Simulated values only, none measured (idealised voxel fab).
process module | voxel gate over fins
cross-section cut | 255 nm wide | cells 5 nm
A cross-section is a grid of square cells, given in bands from the top down. A band is one or more rows of cells.
Each band's line starts with the height of the band's top and of its bottom, in nm. Then come its materials from left to right, each with its width in nm. One material with "throughout" fills the band from edge to edge. "air" is empty space.
Height 0 is the level under which the wafer as received is all one material. The lowest band goes on downwards, as in "0 down".
A width such as "30 to 40" changes by the same amount from each row of cells to the next, from the band's top row to its bottom row.
"no change" after a step means that no cell of the cross-section changed.
closed voids: empty space of 8 cells or more with no open way to the top, each as width x height at its distance from the left edge, in nm
after a step's settings: what the simulator itself notes on the step
overlay nm, on a step with a mask: how far to the right of its planned place the mask lay; to the left if negative
plan
1 op RECEIVE | material Si
2 op CONFORMAL_DEP | material SiN | thk nm 10
3 op MASKED_ETCH | tone cover | mask id FINS | width nm 15 | pitch nm 45 | etch materials SiN | depth nm 10 | overlay nm 0
4 op MASKED_ETCH | tone cover | mask id FINS | width nm 15 | pitch nm 45 | etch materials Si | depth nm 30 | overlay nm 0
5 op OXIDIZE | depth nm 5
6 op FILL_DEP | material SiO2 | thk nm 10
7 op CMP | height nm 10
8 op SELECTIVE_ETCH | etch materials SiO2 | depth nm 25
9 op STRIP | etch materials SiN
10 op CONFORMAL_DEP | material HfO2 | thk nm 5
11 op CONFORMAL_DEP | material TiN | thk nm 5
12 op FILL_DEP | material W | thk nm 15
13 op CMP | height nm 20
14 op CONFORMAL_DEP | material SiN | thk nm 10
first wafer, as planned
as received, after step 1
  0 down: Si throughout
  closed voids: none
after step 2
  10 to 0: SiN throughout
  below 0: unchanged
after step 3
  10 to 0: air 95 | SiN 15 | air 30 | SiN 15 | air 100
  below 0: unchanged
after step 4
  10 to 0: air 95 | SiN 15 | air 30 | SiN 15 | air 100
  0 to -30: air 95 | Si 15 | air 30 | Si 15 | air 100
  below -30: unchanged
after step 5
  10 to 0: air 95 | SiN 15 | air 30 | SiN 15 | air 100
  0 to -30: air 95 | SiO2 5 | Si 5 | SiO2 5 | air 30 | SiO2 5 | Si 5 | SiO2 5 | air 100
  -30 to -35: SiO2 100 | Si 5 | SiO2 40 | Si 5 | SiO2 105
  below -35: unchanged
after step 6
  20 to 10: SiO2 throughout
  10 to 0: SiO2 95 | SiN 15 | SiO2 30 | SiN 15 | SiO2 100
  0 to -35: SiO2 100 | Si 5 | SiO2 40 | Si 5 | SiO2 105
  below -35: unchanged
after step 7
  10 to 0: SiO2 95 | SiN 15 | SiO2 30 | SiN 15 | SiO2 100
  below 0: unchanged
after step 8
  10 to 0: air 95 | SiN 15 | air 30 | SiN 15 | air 100
  0 to -15: air 100 | Si 5 | air 40 | Si 5 | air 105
  below -15: unchanged
after step 9
  0 to -15: air 100 | Si 5 | air 40 | Si 5 | air 105
  below -15: unchanged
after step 10
  5 to 0: air 95 | HfO2 15 | air 30 | HfO2 15 | air 100
  0 to -10: air 95 | HfO2 5 | Si 5 | HfO2 5 | air 30 | HfO2 5 | Si 5 | HfO2 5 | air 100
  -10 to -15: HfO2 100 | Si 5 | HfO2 40 | Si 5 | HfO2 105
  below -15: unchanged
after step 11
  10 to 5: air 90 | TiN 25 | air 20 | TiN 25 | air 95
  5 to 0: air 90 | TiN 5 | HfO2 15 | TiN 5 | air 20 | TiN 5 | HfO2 15 | TiN 5 | air 95
  0 to -5: air 90 | TiN 5 | HfO2 5 | Si 5 | HfO2 5 | TiN 5 | air 20 | TiN 5 | HfO2 5 | Si 5 | HfO2 5 | TiN 5 | air 95
  -5 to -10: TiN 95 | HfO2 5 | Si 5 | HfO2 5 | TiN 30 | HfO2 5 | Si 5 | HfO2 5 | TiN 100
  below -10: unchanged
after step 12
  25 to 10: W throughout
  10 to 5: W 90 | TiN 25 | W 20 | TiN 25 | W 95
  5 to 0: W 90 | TiN 5 | HfO2 15 | TiN 5 | W 20 | TiN 5 | HfO2 15 | TiN 5 | W 95
  0 to -5: W 90 | TiN 5 | HfO2 5 | Si 5 | HfO2 5 | TiN 5 | W 20 | TiN 5 | HfO2 5 | Si 5 | HfO2 5 | TiN 5 | W 95
  below -5: unchanged
after step 13
  20 to 10: W throughout
  below 10: unchanged
after step 14
  30 to 20: SiN throughout
  below 20: unchanged
second wafer: like start, like plan, one mistake. Through step 3 it matches the first wafer
when step 4 should have ended
  10 to 0: air 95 | SiN 15 | air 30 | SiN 15 | air 100
  0 to -30: air 90 | Si 20 | air 25 | Si 20 | air 100
  below -30: unchanged
when step 5 should have ended
  10 to 0: air 95 | SiN 15 | air 30 | SiN 15 | air 100
  0 to -5: air 90 | SiO2 10 | Si 5 | SiO2 5 | air 25 | SiO2 10 | Si 5 | SiO2 5 | air 100
  -5 to -30: air 90 | SiO2 5 | Si 10 | SiO2 5 | air 25 | SiO2 5 | Si 10 | SiO2 5 | air 100
  -30 to -35: SiO2 95 | Si 10 | SiO2 35 | Si 10 | SiO2 105
  below -35: unchanged
when step 6 should have ended
  20 to 10: SiO2 throughout
  10 to 0: SiO2 95 | SiN 15 | SiO2 30 | SiN 15 | SiO2 100
  0 to -5: SiO2 100 | Si 5 | SiO2 40 | Si 5 | SiO2 105
  -5 to -35: SiO2 95 | Si 10 | SiO2 35 | Si 10 | SiO2 105
  below -35: unchanged
when step 7 should have ended
  10 to 0: SiO2 95 | SiN 15 | SiO2 30 | SiN 15 | SiO2 100
  below 0: unchanged
when step 8 should have ended
  10 to 0: air 95 | SiN 15 | air 30 | SiN 15 | air 100
  0 to -5: air 100 | Si 5 | air 40 | Si 5 | air 105
  -5 to -15: air 95 | Si 10 | air 35 | Si 10 | air 105
  below -15: unchanged
when step 9 should have ended
  0 to -5: air 100 | Si 5 | air 40 | Si 5 | air 105
  below -5: unchanged
when step 10 should have ended
  5 to 0: air 95 | HfO2 15 | air 30 | HfO2 15 | air 100
  0 to -10: air 90 | HfO2 10 to 5 | Si 5 to 10 | HfO2 5 | air 25 | HfO2 10 to 5 | Si 5 to 10 | HfO2 5 | air 100
  -10 to -15: HfO2 95 | Si 10 | HfO2 35 | Si 10 | HfO2 105
  below -15: unchanged
when step 11 should have ended
  10 to 5: air 90 | TiN 25 | air 20 | TiN 25 | air 95
  5 to 0: air 85 | TiN 10 | HfO2 15 | TiN 5 | air 15 | TiN 10 | HfO2 15 | TiN 5 | air 95
  0 to -5: air 85 | TiN 5 | HfO2 10 | Si 5 | HfO2 5 | TiN 5 | air 15 | TiN 5 | HfO2 10 | Si 5 | HfO2 5 | TiN 5 | air 95
  -5 to -10: TiN 90 | HfO2 5 | Si 10 | HfO2 5 | TiN 25 | HfO2 5 | Si 10 | HfO2 5 | TiN 100
  below -10: unchanged
when step 12 should have ended
  25 to 10: W throughout
  10 to 5: W 90 | TiN 25 | W 20 | TiN 25 | W 95
  5 to 0: W 85 | TiN 10 | HfO2 15 | TiN 5 | W 15 | TiN 10 | HfO2 15 | TiN 5 | W 95
  0 to -5: W 85 | TiN 5 | HfO2 10 | Si 5 | HfO2 5 | TiN 5 | W 15 | TiN 5 | HfO2 10 | Si 5 | HfO2 5 | TiN 5 | W 95
  below -5: unchanged
when step 13 should have ended
  20 to 10: W throughout
  below 10: unchanged
when step 14 should have ended
  30 to 20: SiN throughout
  below 20: unchanged
what went wrong: step 4 ran as: op MASKED_ETCH | tone cover | mask id FINS | width nm 15 | pitch nm 45 | etch materials Si | depth nm 30 | overlay nm -5
at the end the second wafer has, in cells: 12 more of Si | 8 fewer of SiO2 | 4 fewer of W
